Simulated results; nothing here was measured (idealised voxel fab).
process module | voxel quadruple lines
Pictured: cross-section cut, 275 nm wide, on a grid of 5 nm square cells.
Think of the cross-section as a grid of square cells. We describe it in bands, top to bottom, and each band covers one or more rows of those cells. Heights first: top, then bottom, in nm. Then materials, left to right, each with a width in nm. "everywhere" on a single material: fills the band edge to edge. "air": empty space. Heights are measured from 0, the level below which the as-received wafer is all one material; the lowest band has no bottom and continues downward, written as in "from 0 down". A width such as "30->40" changes by the same amount from each row of cells to the next, from the band's top row to its bottom row. Take "nothing altered" at face value: in the step it is given for, the cross-section changed in none of its cells. Closed empty spaces (no open way to the top) of 8 cells or more are what "Sealed internal voids" lists, each as width x height at distance from the left edge, nm for all three. What comes after the settings on a step's line is commentary from the simulator itself on that step. overlay nm: for a step with a mask, the amount by which the mask lay right of where it was planned; a negative amount means left of it.
Here's what the planned process steps look like
1: RECEIVE, material Si
2: CONFORMAL_DEP, material SiO2, thk nm 10
3: DIRECTIONAL_DEP, material W, thk nm 10
4: DIRECTIONAL_DEP, material polySi, thk nm 5
5: DIRECTIONAL_DEP, material aC, thk nm 25
6: PATTERN, tone cover, mask id MANDREL, material resist, width nm 30, thk nm 35, overlay nm 0
7: DIRECTIONAL_ETCH, etch materials aC, depth nm 25
8: STRIP, etch materials resist
9: CONFORMAL_DEP, material SiO2, thk nm 10
10: DIRECTIONAL_ETCH, etch materials SiO2, depth nm 10
11: STRIP, etch materials aC
12: DIRECTIONAL_ETCH, etch materials polySi, depth nm 15
13: STRIP, etch materials SiO2
14: CONFORMAL_DEP, material SiCN, thk nm 10
15: DIRECTIONAL_ETCH, etch materials SiCN, depth nm 10
16: STRIP, etch materials polySi
17: DIRECTIONAL_ETCH, etch materials W, depth nm 10
18: STRIP, etch materials SiCN
Don't read the plan's thk nm for step 4 as applying to every wafer: that's the first wafer's value, and the wafers differ in it, though they all start identical.
After step 1, as received: first of several wafers, cross-section
from 0 down | Si everywhere
Sealed internal voids: none
Module end state after final step 18: cross-section of the first of several wafers
from 20 to 10 | 100 of air; 10 of W; 10 of air; 10 of W; 10 of air; 10 of W; 10 of air; 10 of W; 105 of air
from 10 to 0 | SiO2 everywhere
from 0 down | Si everywhere
Sealed internal voids: none
Sectional view of the last wafer upon completion of the module
from 10 to 0 | SiO2 everywhere
from 0 down | Si everywhere
Sealed internal voids: none
So in this table every wafer gets its own row, and what you see is where it stands at the end of the module: for each material, how many cells it picked up (+) or gave up (-) since we received it, and after that its closed voids
thk nm 5, +110 SiO2, +16 W, Sealed internal voids: none
thk nm 10, +110 SiO2, +16 W, Sealed internal voids: none
thk nm 15, +110 SiO2, +16 W, Sealed internal voids: none
thk nm 20, +110 SiO2, Sealed internal voids: none
thk nm 25, +110 SiO2, Sealed internal voids: none
thk nm 30, +110 SiO2, Sealed internal voids: none
